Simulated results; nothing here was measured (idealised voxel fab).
process module | voxel self aligned contacts
cross-section cut | 195 nm wide | cells 5 nm
A cross-section is a grid of square cells, given in bands from the top down. A band is one or more rows of cells.
Each band's line starts with the height of the band's top and of its bottom, in nm. Then come its materials from left to right, each with its width in nm. One material with "throughout" fills the band from edge to edge. "air" is empty space.
Height 0 is the level under which the wafer as received is all one material. The lowest band goes on downwards, as in "0 down".
A width such as "30 to 40" changes by the same amount from each row of cells to the next, from the band's top row to its bottom row.
"no change" after a step means that no cell of the cross-section changed.
closed voids: empty space of 8 cells or more with no open way to the top, each as width x height at its distance from the left edge, in nm
after a step's settings: what the simulator itself notes on the step
overlay nm, on a step with a mask: how far to the right of its planned place the mask lay; to the left if negative
plan
1 op RECEIVE | material Si
2 op CONFORMAL_DEP | material SiO2 | thk nm 5
3 op DIRECTIONAL_DEP | material polySi | thk nm 20
4 op DIRECTIONAL_DEP | material SiN | thk nm 15
5 op PATTERN | tone cover | mask id GATE | material resist | width nm 30 | pitch nm 65 | thk nm 15 | overlay nm 0
6 op DIRECTIONAL_ETCH | etch materials SiN | depth nm 15
7 op DIRECTIONAL_ETCH | etch materials polySi | depth nm 20
8 op STRIP | etch materials resist
9 op CONFORMAL_DEP | material SiN | thk nm 5
10 op DIRECTIONAL_ETCH | etch materials SiN | depth nm 5
11 op FILL_DEP | material SiO2 | thk nm 15
12 op CMP | height nm 50
13 op PATTERN | tone open | mask id CONTACT | material resist | width nm 45 | thk nm 20 | overlay nm 0
14 op DIRECTIONAL_ETCH | etch materials SiO2 | depth nm 50
15 op STRIP | etch materials resist
16 op CONFORMAL_DEP | material TiN | thk nm 5
17 op FILL_DEP | material Ru | thk nm 5
18 op CMP | height nm 50
19 op CONFORMAL_DEP | material SiCN | thk nm 5
as received, after step 1
  0 down: Si throughout
  closed voids: none
first wafer at the end, as planned
  55 to 50: SiCN throughout
  50 to 40: SiO2 75 | TiN 5 to 15 | Ru 35 to 15 | TiN 5 to 15 | SiO2 75
  40 to 25: SiO2 45 | SiN 40 | TiN 5 | Ru 15 | TiN 5 | SiN 40 | SiO2 45
  25 to 5: SiO2 45 | SiN 5 | polySi 30 | SiN 5 | TiN 5 | Ru 15 | TiN 5 | SiN 5 | polySi 30 | SiN 5 | SiO2 45
  5 to 0: SiO2 85 | TiN 25 | SiO2 85
  0 down: Si throughout
  closed voids: none
second wafer at the end: like start, like plan, one mistake
  55 to 50: SiCN throughout
  50 to 40: SiO2 75 | TiN 5 to 20 | Ru 35 to 5 | TiN 5 to 20 | SiO2 75
  40 to 25: SiO2 40 | SiN 50 | TiN 5 | Ru 5 | TiN 5 | SiN 50 | SiO2 40
  25 to 5: SiO2 40 | SiN 5 | polySi 40 | SiN 5 | TiN 5 | Ru 5 | TiN 5 | SiN 5 | polySi 40 | SiN 5 | SiO2 40
  5 to 0: SiO2 90 | TiN 15 | SiO2 90
  0 down: Si throughout
  closed voids: none
what went wrong: step 5 ran as: op PATTERN | tone cover | mask id GATE | material resist | width nm 40 | pitch nm 65 | thk nm 15 | overlay nm 0
at the end the second wafer has, in cells: 16 fewer of Ru | 12 more of SiN | 12 fewer of SiO2 | 16 more of polySi
